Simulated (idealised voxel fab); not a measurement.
The following process module bears the name voxel air gaps.
Displayed cross-section: cut, width of 240 nm, square cells sized 5 nm.
Throughout this document, each cross-section is represented as a grid of square cells and is presented as a sequence of bands enumerated from the top downward, where a band comprises one or more rows of cells. Band entry format. Leading values: height of top, height of bottom, nm. Remainder: materials in left-to-right order, each with its width in nm. Special words: "full width" on a single material, which then fills the band edge to edge; "air", empty space. All heights in this document are referenced to 0, defined as the level beneath which the wafer, as received, consists entirely of one material. The lowest band is not bounded below; it extends indefinitely downward and is written in the form "0 nm and below". You'd read "30 to 40" like this: the band's top row of cells is as wide as the first number, its bottom row is as wide as the second, and going down, every row changes width by the same amount as the row before did. Take "no modifications" at face value: in the step it is given for, the cross-section changed in none of its cells. Heads up: "Enclosed cavities" only lists the empty pockets with no open path to the top that are 8 cells or more, and it writes them as width x height at distance, distance from the left edge, in nm. Where a step's line continues beyond its settings, the continuation is a remark by the simulator itself on that step. For masked steps, "overlay nm" on the step line gives how far right of plan the mask actually lay; a minus sign means it lay to the left. If you're wondering how to read the rest of this, here's the deal. It's pairs of cross-sections: one from before a process step, one from after it. The after one is only drawn as far down as the lowest band that changed. Right under each pair you'll see which step sits between them and what its settings were. Don't read the pairs as one continuous story, though. They can come from different runs of this module on the same starting wafer, and a pair only carries on from the one above it where its entry headed "State before" says so.
# State before
- 50 nm to 15 nm | lowk: 25; air: 25; lowk: 25; air: 25; lowk: 25; air: 25; lowk: 25; air: 25; lowk: 40
- 15 nm to 10 nm | SiCN full width
- 10 nm to 0 nm | SiO2 full width
- 0 nm and below | Si full width
- Enclosed cavities: none
# Resulting Structure
- 55 nm to 50 nm | TiN: 30; air: 15; TiN: 35; air: 15; TiN: 35; air: 15; TiN: 35; air: 15; TiN: 45
- 50 nm to 20 nm | lowk: 25; TiN: 5; air: 15; TiN: 5; lowk: 25; TiN: 5; air: 15; TiN: 5; lowk: 25; TiN: 5; air: 15; TiN: 5; lowk: 25; TiN: 5; air: 15; TiN: 5; lowk: 40
- 20 nm to 15 nm | lowk: 25; TiN: 25; lowk: 25; TiN: 25; lowk: 25; TiN: 25; lowk: 25; TiN: 25; lowk: 40
- Whatever lies below 15 is exactly as it was before.
- Enclosed cavities: none
What sits between those two cross-sections? CONFORMAL_DEP (material TiN; thk nm 5)
State before: The initial state for this step is given by the after cross-section of the immediately preceding pair.
# Resulting Structure
- 65 nm to 55 nm | Cu full width
- 55 nm to 50 nm | TiN: 30; Cu: 15; TiN: 35; Cu: 15; TiN: 35; Cu: 15; TiN: 35; Cu: 15; TiN: 45
- 50 nm to 20 nm | lowk: 25; TiN: 5; Cu: 15; TiN: 5; lowk: 25; TiN: 5; Cu: 15; TiN: 5; lowk: 25; TiN: 5; Cu: 15; TiN: 5; lowk: 25; TiN: 5; Cu: 15; TiN: 5; lowk: 40
- Whatever lies below 20 is exactly as it was before.
- Enclosed cavities: none
What sits between those two cross-sections? FILL_DEP (material Cu; thk nm 10)
State before: The initial state for this step is given by the after cross-section of the immediately preceding pair.
# Resulting Structure
- 50 nm to 20 nm | lowk: 25; TiN: 5; Cu: 15; TiN: 5; lowk: 25; TiN: 5; Cu: 15; TiN: 5; lowk: 25; TiN: 5; Cu: 15; TiN: 5; lowk: 25; TiN: 5; Cu: 15; TiN: 5; lowk: 40
- Whatever lies below 20 is exactly as it was before.
- Enclosed cavities: none
What sits between those two cross-sections? CMP (height nm 50)
State before: The initial state for this step is given by the after cross-section of the immediately preceding pair.
# Resulting Structure
- 60 nm to 50 nm | air: 15; Ru: 45; air: 5; Ru: 45; air: 5; Ru: 45; air: 5; Ru: 45; air: 30
- Whatever lies below 50 is exactly as it was before.
- Enclosed cavities: none
What sits between those two cross-sections? EPI (material Ru; thk nm 10)
State before: The initial state for this step is given by the after cross-section of the immediately preceding pair.
# Resulting Structure
- 60 nm to 50 nm | air: 15; Ru: 45; air: 5; Ru: 45; air: 5; Ru: 45; air: 5; Ru: 45; air: 30
- 50 nm to 20 nm | air: 25; TiN: 5; Cu: 15; TiN: 5; air: 25; TiN: 5; Cu: 15; TiN: 5; air: 25; TiN: 5; Cu: 15; TiN: 5; air: 25; TiN: 5; Cu: 15; TiN: 5; air: 40
- 20 nm to 15 nm | air: 25; TiN: 25; air: 25; TiN: 25; air: 25; TiN: 25; air: 25; TiN: 25; air: 40
- Whatever lies below 15 is exactly as it was before.
- Enclosed cavities: none
What sits between those two cross-sections? SELECTIVE_ETCH (etch materials lowk; depth nm 45)
State before: The initial state for this step is given by the after cross-section of the immediately preceding pair.
# Resulting Structure
- 65 nm to 60 nm | air: 10; SiCN: 205; air: 25
- 60 nm to 50 nm | air: 10; SiCN: 5; Ru: 45; SiCN: 5; Ru: 45; SiCN: 5; Ru: 45; SiCN: 5; Ru: 45; SiCN: 5; air: 25
- 50 nm to 45 nm | air: 10; SiCN: 15; TiN: 5; Cu: 15; TiN: 5; SiCN: 25; TiN: 5; Cu: 15; TiN: 5; SiCN: 25; TiN: 5; Cu: 15; TiN: 5; SiCN: 25; TiN: 5; Cu: 15; TiN: 5; SiCN: 15; air: 25
- 45 nm to 20 nm | air: 20; SiCN: 5; TiN: 5; Cu: 15; TiN: 5; SiCN: 5; air: 15; SiCN: 5; TiN: 5; Cu: 15; TiN: 5; SiCN: 5; air: 15; SiCN: 5; TiN: 5; Cu: 15; TiN: 5; SiCN: 5; air: 15; SiCN: 5; TiN: 5; Cu: 15; TiN: 5; SiCN: 5; air: 35
- 20 nm to 15 nm | SiCN: 25; TiN: 25; SiCN: 25; TiN: 25; SiCN: 25; TiN: 25; SiCN: 25; TiN: 25; SiCN: 40
- Whatever lies below 15 is exactly as it was before.
- Enclosed cavities: 15 x 25 at 55; 15 x 25 at 105; 15 x 25 at 155
What sits between those two cross-sections? CONFORMAL_DEP (material SiCN; thk nm 5)
# State before
- 50 nm to 15 nm | lowk: 30; air: 25; lowk: 25; air: 25; lowk: 25; air: 25; lowk: 25; air: 25; lowk: 35
- 15 nm to 10 nm | SiCN full width
- 10 nm to 0 nm | SiO2 full width
- 0 nm and below | Si full width
- Enclosed cavities: none
# Resulting Structure
- 55 nm to 50 nm | Ru: 35; air: 15; Ru: 35; air: 15; Ru: 35; air: 15; Ru: 35; air: 15; Ru: 40
- 50 nm to 20 nm | lowk: 30; Ru: 5; air: 15; Ru: 5; lowk: 25; Ru: 5; air: 15; Ru: 5; lowk: 25; Ru: 5; air: 15; Ru: 5; lowk: 25; Ru: 5; air: 15; Ru: 5; lowk: 35
- 20 nm to 15 nm | lowk: 30; Ru: 25; lowk: 25; Ru: 25; lowk: 25; Ru: 25; lowk: 25; Ru: 25; lowk: 35
- Whatever lies below 15 is exactly as it was before.
- Enclosed cavities: none
What sits between those two cross-sections? CONFORMAL_DEP (material Ru; thk nm 5)
State before: The initial state for this step is given by the after cross-section of the immediately preceding pair.
# Resulting Structure
- 65 nm to 55 nm | Cu full width
- 55 nm to 50 nm | Ru: 35; Cu: 15; Ru: 35; Cu: 15; Ru: 35; Cu: 15; Ru: 35; Cu: 15; Ru: 40
- 50 nm to 20 nm | lowk: 30; Ru: 5; Cu: 15; Ru: 5; lowk: 25; Ru: 5; Cu: 15; Ru: 5; lowk: 25; Ru: 5; Cu: 15; Ru: 5; lowk: 25; Ru: 5; Cu: 15; Ru: 5; lowk: 35
- Whatever lies below 20 is exactly as it was before.
- Enclosed cavities: none
What sits between those two cross-sections? FILL_DEP (material Cu; thk nm 10)
State before: The initial state for this step is given by the after cross-section of the immediately preceding pair.
# Resulting Structure
- 50 nm to 20 nm | lowk: 30; Ru: 5; Cu: 15; Ru: 5; lowk: 25; Ru: 5; Cu: 15; Ru: 5; lowk: 25; Ru: 5; Cu: 15; Ru: 5; lowk: 25; Ru: 5; Cu: 15; Ru: 5; lowk: 35
- Whatever lies below 20 is exactly as it was before.
- Enclosed cavities: none
What sits between those two cross-sections? CMP (height nm 50)
State before: The initial state for this step is given by the after cross-section of the immediately preceding pair.
# Resulting Structure
- 60 nm to 50 nm | air: 20; Ru: 45; air: 5; Ru: 45; air: 5; Ru: 45; air: 5; Ru: 45; air: 25
- Whatever lies below 50 is exactly as it was before.
- Enclosed cavities: none
What sits between those two cross-sections? EPI (material Ru; thk nm 10)
State before: The initial state for this step is given by the after cross-section of the immediately preceding pair.
# Resulting Structure
- 60 nm to 50 nm | air: 20; Ru: 45; air: 5; Ru: 45; air: 5; Ru: 45; air: 5; Ru: 45; air: 25
- 50 nm to 20 nm | air: 30; Ru: 5; Cu: 15; Ru: 5; air: 25; Ru: 5; Cu: 15; Ru: 5; air: 25; Ru: 5; Cu: 15; Ru: 5; air: 25; Ru: 5; Cu: 15; Ru: 5; air: 35
- 20 nm to 15 nm | air: 30; Ru: 25; air: 25; Ru: 25; air: 25; Ru: 25; air: 25; Ru: 25; air: 35
- Whatever lies below 15 is exactly as it was before.
- Enclosed cavities: none
What sits between those two cross-sections? SELECTIVE_ETCH (etch materials lowk; depth nm 45)
State before: The initial state for this step is given by the after cross-section of the immediately preceding pair.
# Resulting Structure
- 65 nm to 60 nm | air: 15; SiCN: 205; air: 20
- 60 nm to 50 nm | air: 15; SiCN: 5; Ru: 45; SiCN: 5; Ru: 45; SiCN: 5; Ru: 45; SiCN: 5; Ru: 45; SiCN: 5; air: 20
- 50 nm to 45 nm | air: 15; SiCN: 15; Ru: 5; Cu: 15; Ru: 5; SiCN: 25; Ru: 5; Cu: 15; Ru: 5; SiCN: 25; Ru: 5; Cu: 15; Ru: 5; SiCN: 25; Ru: 5; Cu: 15; Ru: 5; SiCN: 15; air: 20
- 45 nm to 20 nm | air: 25; SiCN: 5; Ru: 5; Cu: 15; Ru: 5; SiCN: 5; air: 15; SiCN: 5; Ru: 5; Cu: 15; Ru: 5; SiCN: 5; air: 15; SiCN: 5; Ru: 5; Cu: 15; Ru: 5; SiCN: 5; air: 15; SiCN: 5; Ru: 5; Cu: 15; Ru: 5; SiCN: 5; air: 30
- 20 nm to 15 nm | SiCN: 30; Ru: 25; SiCN: 25; Ru: 25; SiCN: 25; Ru: 25; SiCN: 25; Ru: 25; SiCN: 35
- Whatever lies below 15 is exactly as it was before.
- Enclosed cavities: 15 x 25 at 60; 15 x 25 at 110; 15 x 25 at 160
What sits between those two cross-sections? CONFORMAL_DEP (material SiCN; thk nm 5)
# State before
- 65 nm to 50 nm | aC full width
- 50 nm to 15 nm | lowk full width
- 15 nm to 10 nm | SiCN full width
- 10 nm to 0 nm | SiO2 full width
- 0 nm and below | Si full width
- Enclosed cavities: none
# Resulting Structure
- 100 nm to 65 nm | air: 30; resist: 25; air: 25; resist: 25; air: 25; resist: 25; air: 25; resist: 25; air: 35
- Whatever lies below 65 is exactly as it was before.
- Enclosed cavities: none
What sits between those two cross-sections? PATTERN (tone cover; mask id LINES; material resist; width nm 25; pitch nm 50; thk nm 35; overlay nm 0)
State before: The initial state for this step is given by the after cross-section of the immediately preceding pair.
# Resulting Structure
- 85 nm to 65 nm | air: 30; resist: 25; air: 25; resist: 25; air: 25; resist: 25; air: 25; resist: 25; air: 35
- 65 nm to 50 nm | air: 30; aC: 25; air: 25; aC: 25; air: 25; aC: 25; air: 25; aC: 25; air: 35
- Whatever lies below 50 is exactly as it was before.
- Enclosed cavities: none
What sits between those two cross-sections? DIRECTIONAL_ETCH (etch materials aC; depth nm 15)
State before: The initial state for this step is given by the after cross-section of the immediately preceding pair.
# Resulting Structure
- 65 nm to 50 nm | air: 30; aC: 25; air: 25; aC: 25; air: 25; aC: 25; air: 25; aC: 25; air: 35
- Whatever lies below 50 is exactly as it was before.
- Enclosed cavities: none
What sits between those two cross-sections? STRIP (etch materials resist)
State before: The initial state for this step is given by the after cross-section of the immediately preceding pair.
# Resulting Structure
- 65 nm to 50 nm | air: 30; aC: 25; air: 25; aC: 25; air: 25; aC: 25; air: 25; aC: 25; air: 35
- 50 nm to 15 nm | air: 30; lowk: 25; air: 25; lowk: 25; air: 25; lowk: 25; air: 25; lowk: 25; air: 35
- Whatever lies below 15 is exactly as it was before.
- Enclosed cavities: none
What sits between those two cross-sections? DIRECTIONAL_ETCH (etch materials lowk; depth nm 35)
State before: The initial state for this step is given by the after cross-section of the immediately preceding pair.
# Resulting Structure
- 50 nm to 15 nm | air: 30; lowk: 25; air: 25; lowk: 25; air: 25; lowk: 25; air: 25; lowk: 25; air: 35
- Whatever lies below 15 is exactly as it was before.
- Enclosed cavities: none
What sits between those two cross-sections? STRIP (etch materials aC)
State before: The initial state for this step is given by the after cross-section of the immediately preceding pair.
# Resulting Structure
- 55 nm to 50 nm | air: 25; TiN: 35; air: 15; TiN: 35; air: 15; TiN: 35; air: 15; TiN: 35; air: 30
- 50 nm to 20 nm | air: 25; TiN: 5; lowk: 25; TiN: 5; air: 15; TiN: 5; lowk: 25; TiN: 5; air: 15; TiN: 5; lowk: 25; TiN: 5; air: 15; TiN: 5; lowk: 25; TiN: 5; air: 30
- 20 nm to 15 nm | TiN: 30; lowk: 25; TiN: 25; lowk: 25; TiN: 25; lowk: 25; TiN: 25; lowk: 25; TiN: 35
- Whatever lies below 15 is exactly as it was before.
- Enclosed cavities: none
What sits between those two cross-sections? CONFORMAL_DEP (material TiN; thk nm 5)
State before: The initial state for this step is given by the after cross-section of the immediately preceding pair.
# Resulting Structure
- 65 nm to 55 nm | Cu full width
- 55 nm to 50 nm | Cu: 25; TiN: 35; Cu: 15; TiN: 35; Cu: 15; TiN: 35; Cu: 15; TiN: 35; Cu: 30
- 50 nm to 20 nm | Cu: 25; TiN: 5; lowk: 25; TiN: 5; Cu: 15; TiN: 5; lowk: 25; TiN: 5; Cu: 15; TiN: 5; lowk: 25; TiN: 5; Cu: 15; TiN: 5; lowk: 25; TiN: 5; Cu: 30
- Whatever lies below 20 is exactly as it was before.
- Enclosed cavities: none
What sits between those two cross-sections? FILL_DEP (material Cu; thk nm 10)
State before: The initial state for this step is given by the after cross-section of the immediately preceding pair.
# Resulting Structure
- 50 nm to 20 nm | Cu: 25; TiN: 5; lowk: 25; TiN: 5; Cu: 15; TiN: 5; lowk: 25; TiN: 5; Cu: 15; TiN: 5; lowk: 25; TiN: 5; Cu: 15; TiN: 5; lowk: 25; TiN: 5; Cu: 30
- Whatever lies below 20 is exactly as it was before.
- Enclosed cavities: none
What sits between those two cross-sections? CMP (height nm 50)
State before: The initial state for this step is given by the after cross-section of the immediately preceding pair.
# Resulting Structure
- 60 nm to 50 nm | Ru: 40; air: 5; Ru: 45; air: 5; Ru: 45; air: 5; Ru: 45; air: 5; Ru: 45
- Whatever lies below 50 is exactly as it was before.
- Enclosed cavities: none
What sits between those two cross-sections? EPI (material Ru; thk nm 10)
State before: The initial state for this step is given by the after cross-section of the immediately preceding pair.
# Resulting Structure
- 60 nm to 50 nm | Ru: 40; air: 5; Ru: 45; air: 5; Ru: 45; air: 5; Ru: 45; air: 5; Ru: 45
- 50 nm to 20 nm | Cu: 25; TiN: 5; air: 25; TiN: 5; Cu: 15; TiN: 5; air: 25; TiN: 5; Cu: 15; TiN: 5; air: 25; TiN: 5; Cu: 15; TiN: 5; air: 25; TiN: 5; Cu: 30
- 20 nm to 15 nm | TiN: 30; air: 25; TiN: 25; air: 25; TiN: 25; air: 25; TiN: 25; air: 25; TiN: 35
- Whatever lies below 15 is exactly as it was before.
- Enclosed cavities: none
What sits between those two cross-sections? SELECTIVE_ETCH (etch materials lowk; depth nm 45)
State before: The initial state for this step is given by the after cross-section of the immediately preceding pair.
# Resulting Structure
- 65 nm to 60 nm | SiCN full width
- 60 nm to 50 nm | Ru: 40; SiCN: 5; Ru: 45; SiCN: 5; Ru: 45; SiCN: 5; Ru: 45; SiCN: 5; Ru: 45
- 50 nm to 45 nm | Cu: 25; TiN: 5; SiCN: 25; TiN: 5; Cu: 15; TiN: 5; SiCN: 25; TiN: 5; Cu: 15; TiN: 5; SiCN: 25; TiN: 5; Cu: 15; TiN: 5; SiCN: 25; TiN: 5; Cu: 30
- 45 nm to 20 nm | Cu: 25; TiN: 5; SiCN: 5; air: 15; SiCN: 5; TiN: 5; Cu: 15; TiN: 5; SiCN: 5; air: 15; SiCN: 5; TiN: 5; Cu: 15; TiN: 5; SiCN: 5; air: 15; SiCN: 5; TiN: 5; Cu: 15; TiN: 5; SiCN: 5; air: 15; SiCN: 5; TiN: 5; Cu: 30
- 20 nm to 15 nm | TiN: 30; SiCN: 25; TiN: 25; SiCN: 25; TiN: 25; SiCN: 25; TiN: 25; SiCN: 25; TiN: 35
- Whatever lies below 15 is exactly as it was before.
- Enclosed cavities: 15 x 25 at 35; 15 x 25 at 85; 15 x 25 at 135; 15 x 25 at 185
What sits between those two cross-sections? CONFORMAL_DEP (material SiCN; thk nm 5)
